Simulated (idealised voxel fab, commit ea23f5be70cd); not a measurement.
process module | voxel ribs on slabs
cross-section cut | 230 nm wide | cells 5 nm
A cross-section is a grid of square cells, given in bands from the top down. A band is one or more rows of cells.
Each band's line starts with the height of the band's top and of its bottom, in nm. Then come its materials from left to right, each with its width in nm. One material with "throughout" fills the band from edge to edge. "air" is empty space.
Height 0 is the level under which the wafer as received is all one material. The lowest band goes on downwards, as in "0 down".
A width such as "30 to 40" changes by the same amount from each row of cells to the next, from the band's top row to its bottom row.
"no change" after a step means that no cell of the cross-section changed.
closed voids: empty space of 8 cells or more with no open way to the top, each as width x height at its distance from the left edge, in nm
after a step's settings: what the simulator itself notes on the step
overlay nm, on a step with a mask: how far to the right of its planned place the mask lay; to the left if negative
plan
1 op RECEIVE | material Si
2 op DIRECTIONAL_DEP | material SiO2 | thk nm 20
3 op DIRECTIONAL_DEP | material polySi | thk nm 20
4 op DIRECTIONAL_DEP | material aC | thk nm 10
5 op PATTERN | tone cover | mask id RIB | material resist | width nm 25 | thk nm 30 | overlay nm 0
6 op DIRECTIONAL_ETCH | etch materials aC | depth nm 10
7 op STRIP | etch materials resist
8 op DIRECTIONAL_ETCH | etch materials polySi | depth nm 5
9 op STRIP | etch materials aC
10 op MASKED_ETCH | tone cover | mask id SLAB | width nm 65 | etch materials polySi | depth nm 15 | overlay nm -15
11 op FILL_DEP | material SiO2 | thk nm 20
12 op CMP | height nm 55
13 op DIRECTIONAL_DEP | material W | thk nm 5
14 op PATTERN | tone cover | mask id HEATER | material resist | width nm 35 | thk nm 20 | overlay nm 0
15 op DIRECTIONAL_ETCH | etch materials W | depth nm 5
16 op STRIP | etch materials resist
17 op CONFORMAL_DEP | material SiO2 | thk nm 5
varied across the wafers: overlay nm of step 10. The plan shows the first wafer's value. All wafers start alike
first wafer as received, after step 1
  0 down: Si throughout
  closed voids: none
each wafer at the end: cells of each material gained (+) or lost (-) since it was received, then its closed voids
overlay nm -15 | +510 SiO2 | +7 W | +44 polySi | closed voids: none
overlay nm -10 | +510 SiO2 | +7 W | +44 polySi | closed voids: none
overlay nm -5 | +510 SiO2 | +7 W | +44 polySi | closed voids: none
overlay nm 0 | +510 SiO2 | +7 W | +44 polySi | closed voids: none
overlay nm 5 | +510 SiO2 | +7 W | +44 polySi | closed voids: none
overlay nm 10 | +510 SiO2 | +7 W | +44 polySi | closed voids: none
overlay nm 15 | +510 SiO2 | +7 W | +44 polySi | closed voids: none
